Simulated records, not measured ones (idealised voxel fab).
The document below concerns the process module designated voxel lift off.
It is cross-section cut that appears here, measuring 230 nm in width, its square cells being 5 nm in size.
Cross-section = grid of square cells, listed top down in bands; band = one or more rows. This entry defines a band. It first specifies the height of the band's top and the height of its bottom in nm, and then specifies the band's materials from left to right, stating each material with its width in nm. The word "throughout" identifies a single material that fills the band from edge to edge, while the word "empty" identifies empty space. It should be noted that heights are counted from 0, beneath which the wafer as supplied is of one material throughout, and that the lowest band possesses no lower boundary but continues downward, as written in "0 nm and below". The width entry "30->40" should be interpreted row by row: the top row of cells in the band takes the first number, the bottom row takes the second number, and the change between adjacent rows is uniform throughout. The designation "stayed the same", where it is given for a processing step, indicates that no cell of the cross-section was altered in the course of that step. In the "Closed cavities" entry, you get each enclosed empty space of 8 cells or more, one with no open way to the top, written width x height at distance, distance from the left edge, in nm. after a step's settings: what the simulator itself notes on the step. Each step line may optionally specify "overlay nm", which for a step with a mask gives the rightward distance between the mask's planned place and where it lay, a negative value indicating the leftward direction.
-- Process steps (planned)
1) RECEIVE (material Si)
2) CONFORMAL_DEP (material SiN; thk nm 15)
3) PATTERN (tone open; mask id LINES; material resist; width nm 15; pitch nm 55; thk nm 15; overlay nm 0)
4) DIRECTIONAL_DEP (material Ru; thk nm 5)
5) STRIP (etch materials resist)
6) CONFORMAL_DEP (material SiO2; thk nm 10)
Wafers differ in width nm at step 3; plan lists the first wafer's value; identical starting state.
-- Incoming state of the first of several wafers in cross-section: after step 1
0 nm and below = Si throughout
Closed cavities: none
-- The cross-section of the first of several wafers is given below for the end of the module, after its final step, step 6
30 nm to 25 nm = 40 of empty | 35 of SiO2 | 20 of empty | 35 of SiO2 | 20 of empty | 35 of SiO2 | 45 of empty
25 nm to 20 nm = SiO2 throughout
20 nm to 15 nm = 50 of SiO2 | 15 of Ru | 40 of SiO2 | 15 of Ru | 40 of SiO2 | 15 of Ru | 55 of SiO2
15 nm to 0 nm = SiN throughout
0 nm and below = Si throughout
Closed cavities: none
-- Cross-section at module completion, last wafer
30 nm to 25 nm = 30 of empty | 170 of SiO2 | 30 of empty
25 nm to 20 nm = SiO2 throughout
20 nm to 15 nm = 40 of SiO2 | 40 of Ru | 15 of SiO2 | 40 of Ru | 15 of SiO2 | 40 of Ru | 40 of SiO2
15 nm to 0 nm = SiN throughout
0 nm and below = Si throughout
Closed cavities: none
-- Gained (+) or lost (-) cells of each material since receipt, then closed voids: one row per wafer, at the end of the module
width nm 15, +9 Ru, +138 SiN, +104 SiO2, Closed cavities: none
width nm 20, +12 Ru, +138 SiN, +104 SiO2, Closed cavities: none
width nm 25, +15 Ru, +138 SiN, +104 SiO2, Closed cavities: none
width nm 30, +18 Ru, +138 SiN, +104 SiO2, Closed cavities: none
width nm 35, +21 Ru, +138 SiN, +104 SiO2, Closed cavities: none
width nm 40, +24 Ru, +138 SiN, +102 SiO2, Closed cavities: none
